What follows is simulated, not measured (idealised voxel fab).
Process module under the name voxel released beams
Section shown: cut. Width: 245 nm. Cell size: 5 nm, square.
For the purposes of this document, a cross-section shall be understood as a grid of square cells, specified as bands listed in top-to-bottom order, each band consisting of one or more rows of cells.
Per band: top height and bottom height in nm, followed by the left-to-right materials and their widths in nm; "everywhere" marks a single material spanning edge to edge, "air" marks empty space.
We count height from 0. Below that, the starting wafer is all one material. The lowest band never ends at the bottom but goes on down; see "0..down" for how that is written.
Note: "30->40" means the width goes from the first number (top row of the band) to the second number (bottom row) in equal steps per row of cells.
Step marked "nothing was modified"? Then no cell in the cross-section changed in it.
Look at "Voids, fully enclosed" for the closed voids: empty spaces with no open path to the top, sized 8 cells or up. Each is width x height at distance, distance from the left edge, all nm.
Whatever follows a step's settings on its line is a remark the simulator itself makes about that step.
overlay nm: mask right of planned place by this much (step with mask). Neg. = left.

**Process steps (planned)**
1. RECEIVE (material Si)
2. CONFORMAL_DEP (material Al2O3; thk nm 10)
3. DIRECTIONAL_DEP (material SiO2; thk nm 20)
4. MASKED_ETCH (tone open; mask id ANCHOR; width nm 45; etch materials SiO2; depth nm 20; overlay nm 0)
5. CONFORMAL_DEP (material polySi; thk nm 15)
6. MASKED_ETCH (tone cover; mask id BEAM; width nm 105; etch materials polySi; depth nm 15; overlay nm 0)
7. STRIP (etch materials SiO2)

**As-received wafer cross-section (after step 1)**
* 0..down = Si everywhere
* Voids, fully enclosed: none

**As-planned run: cross-section of the first of two wafers at end of module**
* 45..30 = 65 air, 20 polySi, 15 air, 70 polySi, 75 air
* 30..25 = 70 air, 15 polySi, 15 air, 15 polySi, 130 air
* 25..10 = 70 air, 45 polySi, 130 air
* 10..0 = Al2O3 everywhere
* 0..down = Si everywhere
* Voids, fully enclosed: none

**What the second wafer looks like in cross-section once the module is done. Its start and its plan matched the first wafer's exactly; what differed was one mistake in how it was run**
* 60..45 = 65 air, 105 polySi, 75 air
* 45..30 = polySi everywhere
* 30..10 = 70 SiO2, 45 polySi, 130 SiO2
* 10..0 = Al2O3 everywhere
* 0..down = Si everywhere
* Voids, fully enclosed: none
What broke from the plan during processing? regarding the plan, step 5 was run twice
at the end the second wafer has, in cells: +160 SiO2, +159 polySi
